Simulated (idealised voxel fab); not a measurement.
process module | voxel wiring stack
cross-section cut | 230 nm wide | cells 5 nm
A cross-section is a grid of square cells, given in bands from the top down. A band is one or more rows of cells.
Each band's line starts with the height of the band's top and of its bottom, in nm. Then come its materials from left to right, each with its width in nm. One material with "throughout" fills the band from edge to edge. "air" is empty space.
Height 0 is the level under which the wafer as received is all one material. The lowest band goes on downwards, as in "0 down".
A width such as "30 to 40" changes by the same amount from each row of cells to the next, from the band's top row to its bottom row.
"no change" after a step means that no cell of the cross-section changed.
closed voids: empty space of 8 cells or more with no open way to the top, each as width x height at its distance from the left edge, in nm
after a step's settings: what the simulator itself notes on the step
overlay nm, on a step with a mask: how far to the right of its planned place the mask lay; to the left if negative
plan
1 op RECEIVE | material Si
2 op CONFORMAL_DEP | material SiO2 | thk nm 10
3 op DIRECTIONAL_DEP | material TiN | thk nm 5
4 op DIRECTIONAL_DEP | material Ru | thk nm 25
5 op PATTERN | tone cover | mask id METAL_1 | material resist | width nm 25 | pitch nm 55 | thk nm 20 | overlay nm 0
6 op DIRECTIONAL_ETCH | etch materials Ru | depth nm 25
7 op DIRECTIONAL_ETCH | etch materials TiN | depth nm 5
8 op STRIP | etch materials resist
9 op FILL_DEP | material SiO2 | thk nm 10
10 op CMP | height nm 40
11 op CONFORMAL_DEP | material SiCN | thk nm 5
12 op DIRECTIONAL_DEP | material lowk | thk nm 20
13 op MASKED_ETCH | tone open | mask id PLUG_1 | width nm 15 | pitch nm 55 | etch materials lowk | depth nm 20 | overlay nm 0
14 op MASKED_ETCH | tone open | mask id PLUG_1 | width nm 15 | pitch nm 55 | etch materials SiCN | depth nm 5 | overlay nm 0
15 op EPI | material Ru | thk nm 10
16 op EPI | material Ru | thk nm 10
17 op EPI | material Ru | thk nm 5
18 op CONFORMAL_DEP | material SiN | thk nm 5
19 op DIRECTIONAL_DEP | material lowk | thk nm 20
20 op MASKED_ETCH | tone open | mask id METAL_2 | width nm 25 | pitch nm 55 | etch materials lowk | depth nm 20 | overlay nm 0
21 op MASKED_ETCH | tone open | mask id METAL_2 | width nm 25 | pitch nm 55 | etch materials SiN | depth nm 5 | overlay nm 0
22 op CONFORMAL_DEP | material TiN | thk nm 5
23 op FILL_DEP | material Ru | thk nm 10
24 op CMP | height nm 90
25 op EPI | material Ru | thk nm 5
26 op FILL_DEP | material SiCN | thk nm 5
27 op DIRECTIONAL_DEP | material lowk | thk nm 35
28 op DIRECTIONAL_DEP | material aC | thk nm 10
29 op PATTERN | tone open | mask id METAL_3 | material resist | width nm 25 | pitch nm 55 | thk nm 25 | overlay nm 0
30 op DIRECTIONAL_ETCH | etch materials aC | depth nm 10
31 op STRIP | etch materials resist
32 op DIRECTIONAL_ETCH | etch materials lowk | depth nm 20
33 op STRIP | etch materials aC
34 op DIRECTIONAL_DEP | material aC | thk nm 10
35 op PATTERN | tone open | mask id METAL_3_HOLES | material resist | width nm 15 | pitch nm 55 | thk nm 30 | overlay nm 0
36 op DIRECTIONAL_ETCH | etch materials aC | depth nm 10
37 op STRIP | etch materials resist
38 op DIRECTIONAL_ETCH | etch materials lowk | depth nm 15
39 op DIRECTIONAL_ETCH | etch materials SiCN | depth nm 5
40 op STRIP | etch materials aC
41 op CONFORMAL_DEP | material TiN | thk nm 5
42 op FILL_DEP | material Cu | thk nm 10
43 op CMP | height nm 135
44 op CONFORMAL_DEP | material SiN | thk nm 5
as received, after step 1
  0 down: Si throughout
  closed voids: none
first wafer at the end, as planned
  140 to 135: SiN throughout
  135 to 120: lowk 75 | TiN 5 | Cu 15 | TiN 5 | lowk 30 | TiN 5 | Cu 15 | TiN 5 | lowk 75
  120 to 115: lowk 75 | TiN 5 | Cu 5 | TiN 15 | lowk 30 | TiN 5 | Cu 5 | TiN 15 | lowk 75
  115 to 100: lowk 75 | TiN 5 | Cu 5 | TiN 5 | lowk 40 | TiN 5 | Cu 5 | TiN 5 | lowk 85
  100 to 95: SiCN 75 | TiN 15 | SiCN 40 | TiN 15 | SiCN 85
  95 to 90: SiCN 70 | Ru 35 | SiCN 20 | Ru 35 | SiCN 70
  90 to 70: lowk 75 | TiN 5 | Ru 15 | TiN 5 | lowk 30 | TiN 5 | Ru 15 | TiN 5 | lowk 75
  70 to 65: SiN 75 | TiN 25 | SiN 30 | TiN 25 | SiN 75
  65 to 45: lowk 75 | Ru 15 | lowk 40 | Ru 15 | lowk 85
  45 to 40: SiCN 75 | Ru 15 | SiCN 40 | Ru 15 | SiCN 85
  40 to 15: SiO2 75 | Ru 25 | SiO2 30 | Ru 25 | SiO2 75
  15 to 10: SiO2 75 | TiN 25 | SiO2 30 | TiN 25 | SiO2 75
  10 to 0: SiO2 throughout
  0 down: Si throughout
  closed voids: none
second wafer at the end: like start, like plan, one mistake
  140 to 135: SiN throughout
  135 to 120: lowk 75 | TiN 5 | Cu 15 | TiN 5 | lowk 30 | TiN 5 | Cu 15 | TiN 5 | lowk 75
  120 to 115: lowk 75 | TiN 5 | Cu 5 | TiN 15 | lowk 30 | TiN 5 | Cu 5 | TiN 15 | lowk 75
  115 to 100: lowk 75 | TiN 5 | Cu 5 | TiN 5 | lowk 40 | TiN 5 | Cu 5 | TiN 5 | lowk 85
  100 to 95: SiCN 75 | TiN 15 | SiCN 40 | TiN 15 | SiCN 85
  95 to 90: SiCN 70 | Ru 35 | SiCN 20 | Ru 35 | SiCN 70
  90 to 70: lowk 75 | TiN 5 | Ru 15 | TiN 5 | lowk 30 | TiN 5 | Ru 15 | TiN 5 | lowk 75
  70 to 65: SiN 75 | TiN 25 | SiN 30 | TiN 25 | SiN 75
  65 to 45: lowk 75 | Ru 15 | lowk 40 | Ru 15 | lowk 85
  45 to 40: SiCN 75 | Ru 15 | SiCN 40 | Ru 15 | SiCN 85
  40 to 15: SiO2 70 | Ru 25 | SiO2 30 | Ru 25 | SiO2 80
  15 to 10: SiO2 70 | TiN 25 | SiO2 30 | TiN 25 | SiO2 80
  10 to 0: SiO2 throughout
  0 down: Si throughout
  closed voids: none
what went wrong: step 5 ran as: op PATTERN | tone cover | mask id METAL_1 | material resist | width nm 25 | pitch nm 55 | thk nm 20 | overlay nm -5
at the end the second wafer has, in cells: as many of each material as the first, in other places
